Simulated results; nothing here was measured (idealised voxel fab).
A process module follows: voxel self aligned vias.
cross-section cut | 245 nm wide | cells 5 nm
We lay out every cross-section as a grid of square cells and spell it out in bands from the top down, where one band means one or more rows of cells.
The band entry comprises the height of the band's top followed by the height of its bottom, expressed in nm, and subsequently the band's materials from left to right, each stated together with its width in nm. Where a single material is marked with the word "full width", that material fills the band from edge to edge. The word "empty" represents empty space.
Height 0 is the level under which the wafer as received is all one material. The lowest band goes on downwards, as in "top 0, no bottom".
When a width is written as two numbers, as in "30..40", the first number is the width in the top row of cells of the band and the second is the width in its bottom row, and the width changes by the same amount from each row to the next.
Take "changes: none" at face value: in the step it is given for, the cross-section changed in none of its cells.
Closed-off voids of 8+ cells (no open route to the top) go in "Unvented internal voids", written width x height at distance from the left edge, in nm.
Post-settings text on a step line: simulator's own remark regarding the step.
The "overlay nm" setting may appear on a step's line; for a step that uses a mask, it gives how far to the right of its planned position the mask lay, and a negative value indicates the left.

Process steps - plan
1 RECEIVE with material Si
2 CONFORMAL_DEP with material SiO2, thk nm 10
3 CONFORMAL_DEP with material SiCN, thk nm 5
4 DIRECTIONAL_DEP with material lowk, thk nm 30
5 MASKED_ETCH with tone open, mask id LINES, width nm 25, pitch nm 50, etch materials lowk, depth nm 30, overlay nm 0
6 CONFORMAL_DEP with material TiN, thk nm 5
7 FILL_DEP with material Ru, thk nm 5
8 CMP with height nm 45
9 SELECTIVE_ETCH with etch materials W Ru TiN, depth nm 5
10 FILL_DEP with material SiN, thk nm 10
11 CMP with height nm 45
12 DIRECTIONAL_DEP with material lowk, thk nm 20
13 DIRECTIONAL_DEP with material aC, thk nm 10
14 PATTERN with tone open, mask id VIAS, material resist, width nm 35, pitch nm 50, thk nm 25, overlay nm 0
15 DIRECTIONAL_ETCH with etch materials aC, depth nm 10
16 STRIP with etch materials resist
17 DIRECTIONAL_ETCH with etch materials lowk, depth nm 20
18 DIRECTIONAL_ETCH with etch materials SiN, depth nm 5
19 STRIP with etch materials aC
20 CONFORMAL_DEP with material TiN, thk nm 5
21 FILL_DEP with material Ru, thk nm 10
22 CMP with height nm 65
23 CONFORMAL_DEP with material SiCN, thk nm 5

The first of two wafers, run as planned

Cross-sectional view of the wafer in its as-received condition, corresponding to the state after step 1
    top 0, no bottom = Si full width
    Unvented internal voids: none

Step 2 complete: cross-section through the wafer
    top 10, bottom 0 = SiO2 full width
    Anything lower than 0 is untouched.

Step 3 complete: cross-section through the wafer
    top 15, bottom 10 = SiCN full width
    Anything lower than 10 is untouched.

Step 4 complete: cross-section through the wafer
    top 45, bottom 15 = lowk full width
    Anything lower than 15 is untouched.

Step 5 complete: cross-section through the wafer
    top 45, bottom 15 = 85 nm lowk; 25 nm empty; 25 nm lowk; 25 nm empty; 85 nm lowk
    Anything lower than 15 is untouched.

Step 6 complete: cross-section through the wafer
    top 50, bottom 45 = 90 nm TiN; 15 nm empty; 35 nm TiN; 15 nm empty; 90 nm TiN
    top 45, bottom 20 = 85 nm lowk; 5 nm TiN; 15 nm empty; 5 nm TiN; 25 nm lowk; 5 nm TiN; 15 nm empty; 5 nm TiN; 85 nm lowk
    top 20, bottom 15 = 85 nm lowk; 25 nm TiN; 25 nm lowk; 25 nm TiN; 85 nm lowk
    Anything lower than 15 is untouched.

Step 7 complete: cross-section through the wafer
    top 55, bottom 50 = Ru full width
    top 50, bottom 45 = 90 nm TiN; 15 nm Ru; 35 nm TiN; 15 nm Ru; 90 nm TiN
    top 45, bottom 20 = 85 nm lowk; 5 nm TiN; 15 nm Ru; 5 nm TiN; 25 nm lowk; 5 nm TiN; 15 nm Ru; 5 nm TiN; 85 nm lowk
    Anything lower than 20 is untouched.

Step 8 complete: cross-section through the wafer
    top 45, bottom 20 = 85 nm lowk; 5 nm TiN; 15 nm Ru; 5 nm TiN; 25 nm lowk; 5 nm TiN; 15 nm Ru; 5 nm TiN; 85 nm lowk
    Anything lower than 20 is untouched.

Step 9 complete: cross-section through the wafer
    top 45, bottom 40 = 85 nm lowk; 25 nm empty; 25 nm lowk; 25 nm empty; 85 nm lowk
    Anything lower than 40 is untouched.

Step 10 complete: cross-section through the wafer
    top 55, bottom 45 = SiN full width
    top 45, bottom 40 = 85 nm lowk; 25 nm SiN; 25 nm lowk; 25 nm SiN; 85 nm lowk
    Anything lower than 40 is untouched.

Step 11 complete: cross-section through the wafer
    top 45, bottom 40 = 85 nm lowk; 25 nm SiN; 25 nm lowk; 25 nm SiN; 85 nm lowk
    Anything lower than 40 is untouched.

Step 12 complete: cross-section through the wafer
    top 65, bottom 45 = lowk full width
    Anything lower than 45 is untouched.

Step 13 complete: cross-section through the wafer
    top 75, bottom 65 = aC full width
    Anything lower than 65 is untouched.

Step 14 complete: cross-section through the wafer
    top 100, bottom 75 = 80 nm resist; 35 nm empty; 15 nm resist; 35 nm empty; 80 nm resist
    Anything lower than 75 is untouched.

Step 15 complete: cross-section through the wafer
    top 90, bottom 75 = 80 nm resist; 35 nm empty; 15 nm resist; 35 nm empty; 80 nm resist
    top 75, bottom 65 = 80 nm aC; 35 nm empty; 15 nm aC; 35 nm empty; 80 nm aC
    Anything lower than 65 is untouched.

Step 16 complete: cross-section through the wafer
    top 75, bottom 65 = 80 nm aC; 35 nm empty; 15 nm aC; 35 nm empty; 80 nm aC
    Anything lower than 65 is untouched.

Step 17 complete: cross-section through the wafer
    top 75, bottom 65 = 80 nm aC; 35 nm empty; 15 nm aC; 35 nm empty; 80 nm aC
    top 65, bottom 45 = 80 nm lowk; 35 nm empty; 15 nm lowk; 35 nm empty; 80 nm lowk
    Anything lower than 45 is untouched.

Step 18 complete: cross-section through the wafer
    top 75, bottom 65 = 80 nm aC; 35 nm empty; 15 nm aC; 35 nm empty; 80 nm aC
    top 65, bottom 45 = 80 nm lowk; 35 nm empty; 15 nm lowk; 35 nm empty; 80 nm lowk
    top 45, bottom 40 = 85 nm lowk; 25 nm empty; 25 nm lowk; 25 nm empty; 85 nm lowk
    Anything lower than 40 is untouched.

Step 19 complete: cross-section through the wafer
    top 65, bottom 45 = 80 nm lowk; 35 nm empty; 15 nm lowk; 35 nm empty; 80 nm lowk
    Anything lower than 45 is untouched.

Step 20 complete: cross-section through the wafer
    top 70, bottom 65 = 85 nm TiN; 25 nm empty; 25 nm TiN; 25 nm empty; 85 nm TiN
    top 65, bottom 50 = 80 nm lowk; 5 nm TiN; 25 nm empty; 5 nm TiN; 15 nm lowk; 5 nm TiN; 25 nm empty; 5 nm TiN; 80 nm lowk
    top 50, bottom 45 = 80 nm lowk; 10 nm TiN; 15 nm empty; 10 nm TiN; 15 nm lowk; 10 nm TiN; 15 nm empty; 10 nm TiN; 80 nm lowk
    top 45, bottom 40 = 85 nm lowk; 25 nm TiN; 25 nm lowk; 25 nm TiN; 85 nm lowk
    Anything lower than 40 is untouched.

Step 21 complete: cross-section through the wafer
    top 80, bottom 70 = Ru full width
    top 70, bottom 65 = 85 nm TiN; 25 nm Ru; 25 nm TiN; 25 nm Ru; 85 nm TiN
    top 65, bottom 50 = 80 nm lowk; 5 nm TiN; 25 nm Ru; 5 nm TiN; 15 nm lowk; 5 nm TiN; 25 nm Ru; 5 nm TiN; 80 nm lowk
    top 50, bottom 45 = 80 nm lowk; 10 nm TiN; 15 nm Ru; 10 nm TiN; 15 nm lowk; 10 nm TiN; 15 nm Ru; 10 nm TiN; 80 nm lowk
    Anything lower than 45 is untouched.

Step 22 complete: cross-section through the wafer
    top 65, bottom 50 = 80 nm lowk; 5 nm TiN; 25 nm Ru; 5 nm TiN; 15 nm lowk; 5 nm TiN; 25 nm Ru; 5 nm TiN; 80 nm lowk
    Anything lower than 50 is untouched.

Step 23 complete: cross-section through the wafer
    top 70, bottom 65 = SiCN full width
    Anything lower than 65 is untouched.

second wafer: like start, like plan, one mistake. Through step 16 it matches the first wafer

when step 17 should have ended
    top 75, bottom 65 = 80 nm aC; 35 nm empty; 15 nm aC; 35 nm empty; 80 nm aC
    top 65, bottom 45 = 80 nm lowk; 35 nm empty; 15 nm lowk; 35 nm empty; 80 nm lowk
    top 45, bottom 40 = 80 nm lowk; 5 nm empty; 25 nm SiN; 5 nm empty; 15 nm lowk; 5 nm empty; 25 nm SiN; 5 nm empty; 80 nm lowk
    top 40, bottom 25 = 80 nm lowk; 5 nm empty; 5 nm TiN; 15 nm Ru; 5 nm TiN; 5 nm empty; 15 nm lowk; 5 nm empty; 5 nm TiN; 15 nm Ru; 5 nm TiN; 5 nm empty; 80 nm lowk
    Anything lower than 25 is untouched.

when step 18 should have ended
    top 75, bottom 65 = 80 nm aC; 35 nm empty; 15 nm aC; 35 nm empty; 80 nm aC
    top 65, bottom 40 = 80 nm lowk; 35 nm empty; 15 nm lowk; 35 nm empty; 80 nm lowk
    Anything lower than 40 is untouched.

when step 19 should have ended
    top 65, bottom 40 = 80 nm lowk; 35 nm empty; 15 nm lowk; 35 nm empty; 80 nm lowk
    Anything lower than 40 is untouched.

when step 20 should have ended
    top 70, bottom 65 = 85 nm TiN; 25 nm empty; 25 nm TiN; 25 nm empty; 85 nm TiN
    top 65, bottom 45 = 80 nm lowk; 5 nm TiN; 25 nm empty; 5 nm TiN; 15 nm lowk; 5 nm TiN; 25 nm empty; 5 nm TiN; 80 nm lowk
    top 45, bottom 40 = 80 nm lowk; 35 nm TiN; 15 nm lowk; 35 nm TiN; 80 nm lowk
    top 40, bottom 25 = 80 nm lowk; 10 nm TiN; 15 nm Ru; 10 nm TiN; 15 nm lowk; 10 nm TiN; 15 nm Ru; 10 nm TiN; 80 nm lowk
    Anything lower than 25 is untouched.

when step 21 should have ended
    top 80, bottom 70 = Ru full width
    top 70, bottom 65 = 85 nm TiN; 25 nm Ru; 25 nm TiN; 25 nm Ru; 85 nm TiN
    top 65, bottom 45 = 80 nm lowk; 5 nm TiN; 25 nm Ru; 5 nm TiN; 15 nm lowk; 5 nm TiN; 25 nm Ru; 5 nm TiN; 80 nm lowk
    Anything lower than 45 is untouched.

when step 22 should have ended
    top 65, bottom 45 = 80 nm lowk; 5 nm TiN; 25 nm Ru; 5 nm TiN; 15 nm lowk; 5 nm TiN; 25 nm Ru; 5 nm TiN; 80 nm lowk
    Anything lower than 45 is untouched.

when step 23 should have ended
    top 70, bottom 65 = SiCN full width
    Anything lower than 65 is untouched.
Here's what went sideways: in the plan, step 17 was performed twice
Counted in cells at the end, the second wafer holds more or fewer of these materials than the first: Ru +4, TiN +12, lowk -16
